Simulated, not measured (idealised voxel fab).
process module | voxel tone inversion
cross-section cut | 255 nm wide | cells 5 nm
A cross-section is a grid of square cells, given in bands from the top down. A band is one or more rows of cells.
Each band's line starts with the height of the band's top and of its bottom, in nm. Then come its materials from left to right, each with its width in nm. One material with "throughout" fills the band from edge to edge. "air" is empty space.
Height 0 is the level under which the wafer as received is all one material. The lowest band goes on downwards, as in "0 down".
A width such as "30 to 40" changes by the same amount from each row of cells to the next, from the band's top row to its bottom row.
"no change" after a step means that no cell of the cross-section changed.
closed voids: empty space of 8 cells or more with no open way to the top, each as width x height at its distance from the left edge, in nm
after a step's settings: what the simulator itself notes on the step
overlay nm, on a step with a mask: how far to the right of its planned place the mask lay; to the left if negative
plan
1 op RECEIVE | material Si
2 op CONFORMAL_DEP | material SiN | thk nm 10
3 op DIRECTIONAL_DEP | material polySi | thk nm 25
4 op PATTERN | tone cover | mask id POSTS | material resist | width nm 25 | pitch nm 40 | thk nm 30 | overlay nm 0
5 op DIRECTIONAL_ETCH | etch materials polySi | depth nm 25
6 op STRIP | etch materials resist
7 op FILL_DEP | material lowk | thk nm 5
8 op CMP | height nm 35
9 op STRIP | etch materials polySi
10 op CONFORMAL_DEP | material TiN | thk nm 5
11 op FILL_DEP | material Cu | thk nm 10
12 op CMP | height nm 35
13 op CONFORMAL_DEP | material SiCN | thk nm 5
as received, after step 1
  0 down: Si throughout
  closed voids: none
first wafer at the end, as planned
  40 to 35: SiCN throughout
  35 to 15: lowk 95 | TiN 5 | Cu 15 | TiN 5 | lowk 15 | TiN 5 | Cu 15 | TiN 5 | lowk 95
  15 to 10: lowk 95 | TiN 25 | lowk 15 | TiN 25 | lowk 95
  10 to 0: SiN throughout
  0 down: Si throughout
  closed voids: none
second wafer at the end: like start, like plan, one mistake
  40 to 35: SiCN throughout
  35 to 15: lowk 100 | TiN 5 | Cu 10 | TiN 5 | lowk 20 | TiN 5 | Cu 10 | TiN 5 | lowk 95
  15 to 10: lowk 100 | TiN 20 | lowk 20 | TiN 20 | lowk 95
  10 to 0: SiN throughout
  0 down: Si throughout
  closed voids: none
what went wrong: step 4 ran as: op PATTERN | tone cover | mask id POSTS | material resist | width nm 20 | pitch nm 40 | thk nm 30 | overlay nm 0
at the end the second wafer has, in cells: 8 fewer of Cu | 2 fewer of TiN | 10 more of lowk
